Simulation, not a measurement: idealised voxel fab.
Presented below is a process module, voxel transistor to metal.
We display cut, a cross-section 150 nm in width whose square cells are each 5 nm.
When this document writes out a cross-section, it uses a grid of square cells and lists it as bands, beginning at the top and moving down, with a band standing for one or more rows of cells.
The band entry comprises the height of the band's top followed by the height of its bottom, expressed in nm, and subsequently the band's materials from left to right, each stated together with its width in nm. Where a single material is marked with the word "all across", that material fills the band from edge to edge. The word "blank" represents empty space.
It should be noted that heights are counted from 0, beneath which the wafer as supplied is of one material throughout, and that the lowest band possesses no lower boundary but continues downward, as written in "0 and below".
The expression "30 to 40" gives the width at the extremes of the band, the first number at its top row of cells and the second at its bottom row, with the width changing by equal amounts from each row to the next in between.
For the purposes of this document, the phrase "no change occurred" attached to a step denotes that no cell within the cross-section was modified by that step.
Enclosed voids (no open way to top), threshold 8 cells or more, entry "Sealed internal voids", notation width x height at distance, distance from left edge, nm.
after a step's settings: what the simulator itself notes on the step
overlay nm: mask offset rightward from planned place, masked step; negative means leftward offset.

Intended process steps:
1,RECEIVE, material Si
2,OXIDIZE, depth nm 5
3,CONFORMAL_DEP, material SiN, thk nm 15
4,PATTERN, tone cover, mask id ACTIVE, material resist, width nm 115, thk nm 15, overlay nm 0
5,DIRECTIONAL_ETCH, etch materials SiN, depth nm 15
6,DIRECTIONAL_ETCH, etch materials SiO2, depth nm 5
7,DIRECTIONAL_ETCH, etch materials Si, depth nm 35
8,STRIP, etch materials resist
9,FILL_DEP, material SiO2, thk nm 15
10,CMP, height nm 15
11,SELECTIVE_ETCH, etch materials SiO2, depth nm 5
12,STRIP, etch materials SiN
13,SELECTIVE_ETCH, etch materials SiO2, depth nm 5
14,OXIDIZE, depth nm 5
15,DIRECTIONAL_DEP, material polySi, thk nm 30
16,DIRECTIONAL_DEP, material SiCN, thk nm 15
17,DIRECTIONAL_DEP, material aC, thk nm 15
18,PATTERN, tone cover, mask id GATE, material resist, width nm 35, thk nm 35, overlay nm 0
19,DIRECTIONAL_ETCH, etch materials aC, depth nm 15
20,STRIP, etch materials resist
21,DIRECTIONAL_ETCH, etch materials SiCN, depth nm 25
22,DIRECTIONAL_ETCH, etch materials polySi, depth nm 40
23,STRIP, etch materials aC
24,CONFORMAL_DEP, material SiO2, thk nm 5
25,DIRECTIONAL_ETCH, etch materials SiO2, depth nm 5
26,CONFORMAL_DEP, material SiN, thk nm 5
27,DIRECTIONAL_ETCH, etch materials SiN, depth nm 5
28,DIRECTIONAL_ETCH, etch materials SiO2, depth nm 5
29,DIRECTIONAL_ETCH, etch materials Si, depth nm 5
30,EPI, material nSi, thk nm 5
31,FILL_DEP, material SiO2, thk nm 5
32,CMP, height nm 25
33,STRIP, etch materials polySi
34,SELECTIVE_ETCH, etch materials SiO2, depth nm 5
35,CONFORMAL_DEP, material HfO2, thk nm 5
36,CONFORMAL_DEP, material TiN, thk nm 5
37,FILL_DEP, material W, thk nm 5
38,CMP, height nm 20
39,DIRECTIONAL_DEP, material SiO2, thk nm 10
40,MASKED_ETCH, tone open, mask id CONTACT, width nm 15, pitch nm 90, etch materials SiO2, depth nm 40, overlay nm 0
41,CONFORMAL_DEP, material TiN, thk nm 5
42,FILL_DEP, material W, thk nm 10
43,CMP, height nm 30
44,CONFORMAL_DEP, material SiCN, thk nm 5
45,DIRECTIONAL_DEP, material lowk, thk nm 15
46,PATTERN, tone open, mask id METAL_1, material resist, width nm 15, pitch nm 90, thk nm 15, overlay nm 0
47,DIRECTIONAL_ETCH, etch materials lowk, depth nm 15
48,DIRECTIONAL_ETCH, etch materials SiCN, depth nm 5
49,STRIP, etch materials resist
50,CONFORMAL_DEP, material TiN, thk nm 5
51,FILL_DEP, material W, thk nm 5
52,CMP, height nm 50
53,EPI, material Ru, thk nm 5
54,FILL_DEP, material SiCN, thk nm 5
55,DIRECTIONAL_DEP, material SiO2, thk nm 30
56,DIRECTIONAL_DEP, material aC, thk nm 15
57,PATTERN, tone open, mask id METAL_2, material resist, width nm 15, pitch nm 90, thk nm 35, overlay nm 0
58,DIRECTIONAL_ETCH, etch materials aC, depth nm 15
59,STRIP, etch materials resist
60,DIRECTIONAL_ETCH, etch materials SiO2, depth nm 15
61,STRIP, etch materials aC
62,MASKED_ETCH, tone open, mask id METAL_2_HOLES, width nm 15, pitch nm 90, etch materials SiO2, depth nm 15, overlay nm 0
63,MASKED_ETCH, tone open, mask id METAL_2_HOLES, width nm 15, pitch nm 90, etch materials SiCN, depth nm 5, overlay nm 0
64,CONFORMAL_DEP, material TiN, thk nm 5
65,FILL_DEP, material Cu, thk nm 10
66,CMP, height nm 90
67,CONFORMAL_DEP, material SiCN, thk nm 5

Wafer as received: cross-section following step 1:
> 0 and below: Si all across
> Sealed internal voids: none

Cross-sectional image of the first of two wafers at the end of the module, the run having proceeded as planned:
> 95 down to 90: SiCN all across
> 90 down to 60: SiO2=20; TiN=5; Cu=5; TiN=5; SiO2=75; TiN=5; Cu=5; TiN=5; SiO2=25
> 60 down to 55: SiCN=20; TiN=15; SiCN=75; TiN=15; SiCN=25
> 55 down to 50: SiCN=15; Ru=25; SiCN=65; Ru=25; SiCN=20
> 50 down to 35: lowk=20; TiN=5; W=5; TiN=5; lowk=75; TiN=5; W=5; TiN=5; lowk=25
> 35 down to 30: SiCN=20; TiN=15; SiCN=75; TiN=15; SiCN=25
> 30 down to 20: SiO2=20; TiN=5; W=5; TiN=5; SiO2=75; TiN=5; W=5; TiN=5; SiO2=25
> 20 down to 5: SiO2=20; TiN=5; W=5; TiN=5; SiO2=10; SiN=5; HfO2=5; TiN=5; W=25; TiN=5; HfO2=5; SiN=5; SiO2=10; TiN=5; W=5; TiN=5; SiO2=25
> 5 down to 0: SiO2=15; SiN=5; TiN=5; W=5; TiN=5; SiO2=10; SiN=5; HfO2=5; TiN=5; W=25; TiN=5; HfO2=5; SiN=5; SiO2=10; TiN=5; W=5; TiN=5; SiN=5; SiO2=20
> 0 down to -5: SiO2=15; SiN=5; TiN=15; SiO2=10; SiN=5; HfO2=5; TiN=35; HfO2=5; SiN=5; SiO2=10; TiN=15; SiN=5; SiO2=20
> -5 down to -10: SiO2=20; nSi=5; TiN=10; SiO2=5; nSi=5; SiO2=5; HfO2=45; SiO2=5; nSi=5; SiO2=5; TiN=10; nSi=5; SiO2=25
> -10 down to -15: SiO2=15; Si=5; nSi=25; Si=55; nSi=25; Si=5; SiO2=20
> -15 down to -40: SiO2=15; Si=115; SiO2=20
> -40 and below: Si all across
> Sealed internal voids: none

Second wafer at the end: like start, like plan, one mistake:
> 95 down to 90: SiCN all across
> 90 down to 60: SiO2=20; TiN=5; Cu=5; TiN=5; SiO2=75; TiN=5; Cu=5; TiN=5; SiO2=25
> 60 down to 55: SiCN=20; TiN=15; SiCN=75; TiN=15; SiCN=25
> 55 down to 50: SiCN=15; Ru=30; SiCN=60; Ru=30; SiCN=15
> 50 down to 35: lowk=20; TiN=5; W=10; TiN=5; lowk=70; TiN=5; W=10; TiN=5; lowk=20
> 35 down to 30: SiCN=20; TiN=20; SiCN=70; TiN=20; SiCN=20
> 30 down to 20: SiO2=20; TiN=5; W=5; TiN=5; SiO2=75; TiN=5; W=5; TiN=5; SiO2=25
> 20 down to 5: SiO2=20; TiN=5; W=5; TiN=5; SiO2=10; SiN=5; HfO2=5; TiN=5; W=25; TiN=5; HfO2=5; SiN=5; SiO2=10; TiN=5; W=5; TiN=5; SiO2=25
> 5 down to 0: SiO2=15; SiN=5; TiN=5; W=5; TiN=5; SiO2=10; SiN=5; HfO2=5; TiN=5; W=25; TiN=5; HfO2=5; SiN=5; SiO2=10; TiN=5; W=5; TiN=5; SiN=5; SiO2=20
> 0 down to -5: SiO2=15; SiN=5; TiN=15; SiO2=10; SiN=5; HfO2=5; TiN=35; HfO2=5; SiN=5; SiO2=10; TiN=15; SiN=5; SiO2=20
> -5 down to -10: SiO2=20; nSi=5; TiN=10; SiO2=5; nSi=5; SiO2=5; HfO2=45; SiO2=5; nSi=5; SiO2=5; TiN=10; nSi=5; SiO2=25
> -10 down to -15: SiO2=15; Si=5; nSi=25; Si=55; nSi=25; Si=5; SiO2=20
> -15 down to -40: SiO2=15; Si=115; SiO2=20
> -40 and below: Si all across
> Sealed internal voids: none
Which mistake was made when the wafer was run? off-plan run, step 46, actual operation and settings PATTERN, tone open, mask id METAL_1, material resist, width nm 20, pitch nm 90, thk nm 15, overlay nm 0
Count the cells at the end and the second wafer has more or fewer of some materials than the first: Ru: 2 more; SiCN: 4 fewer; TiN: 2 more; W: 6 more; lowk: 6 fewer
